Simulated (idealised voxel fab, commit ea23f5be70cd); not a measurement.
The following process module bears the name voxel ribs on slabs.
260 nm wide, 5 nm square cells: that's cross-section cut.
The cross-sections in this document take the form of a grid made of square cells. They are written out as bands, in order from top to bottom. Each band consists of one or more rows of cells.
This entry defines a band. It first specifies the height of the band's top and the height of its bottom in nm, and then specifies the band's materials from left to right, stating each material with its width in nm. The word "everywhere" identifies a single material that fills the band from edge to edge, while the word "air" identifies empty space.
Zero point of the height axis is 0; under it, received wafer = one material. Lowest band: continues down indefinitely, "z 0 and below".
The width entry "30..40" should be interpreted row by row: the top row of cells in the band takes the first number, the bottom row takes the second number, and the change between adjacent rows is uniform throughout.
"nothing changed" means the step left every cell of the cross-section as it was.
Voids not open to the top, 8 cells minimum: see "Unvented voids". Written width x height at distance; distance is from the left edge; nm.
Post-settings text on a step line: simulator's own remark regarding the step.
Regarding "overlay nm": on a step with a mask, it is the distance the mask lay to the right of its planned place; a negative value places it to the left.
## Planned step list for the process
| 1 | op RECEIVE | material Si |
| 2 | op DIRECTIONAL_DEP | material SiO2 | thk nm 20 |
| 3 | op DIRECTIONAL_DEP | material SiN | thk nm 25 |
| 4 | op DIRECTIONAL_DEP | material aC | thk nm 10 |
| 5 | op PATTERN | tone cover | mask id RIB | material resist | width nm 20 | thk nm 25 | overlay nm 0 |
| 6 | op DIRECTIONAL_ETCH | etch materials aC | depth nm 10 |
| 7 | op STRIP | etch materials resist |
| 8 | op DIRECTIONAL_ETCH | etch materials SiN | depth nm 5 |
| 9 | op STRIP | etch materials aC |
| 10 | op MASKED_ETCH | tone cover | mask id SLAB | width nm 60 | etch materials SiN | depth nm 20 | overlay nm 0 |
| 11 | op FILL_DEP | material SiO2 | thk nm 15 |
| 12 | op CMP | height nm 55 |
| 13 | op DIRECTIONAL_DEP | material W | thk nm 5 |
| 14 | op PATTERN | tone cover | mask id HEATER | material resist | width nm 30 | thk nm 15 | overlay nm 0 |
| 15 | op DIRECTIONAL_ETCH | etch materials W | depth nm 5 |
| 16 | op STRIP | etch materials resist |
| 17 | op CONFORMAL_DEP | material SiO2 | thk nm 10 |
## As-received state of the wafer in cross-section, equivalent to post-step 1
  z 0 and below  Si everywhere
  Unvented voids: none
## Cross-sectional result after module completion. Note: starting condition and plan are unchanged from above; one processing mistake was made
  z 70 to 65  air=105; SiO2=50; air=105
  z 65 to 60  SiO2 everywhere
  z 60 to 55  SiO2=115; W=30; SiO2=115
  z 55 to 45  SiO2 everywhere
  z 45 to 40  SiO2=120; SiN=20; SiO2=120
  z 40 to 20  SiO2=95; SiN=60; SiO2=105
  z 20 to 0  SiO2 everywhere
  z 0 and below  Si everywhere
  Unvented voids: none
Short version of what went wrong: it should be noted that step 10 was executed with settings other than those planned, the operation and settings actually applied being op MASKED_ETCH | tone cover | mask id SLAB | width nm 60 | etch materials SiN | depth nm 20 | overlay nm -5
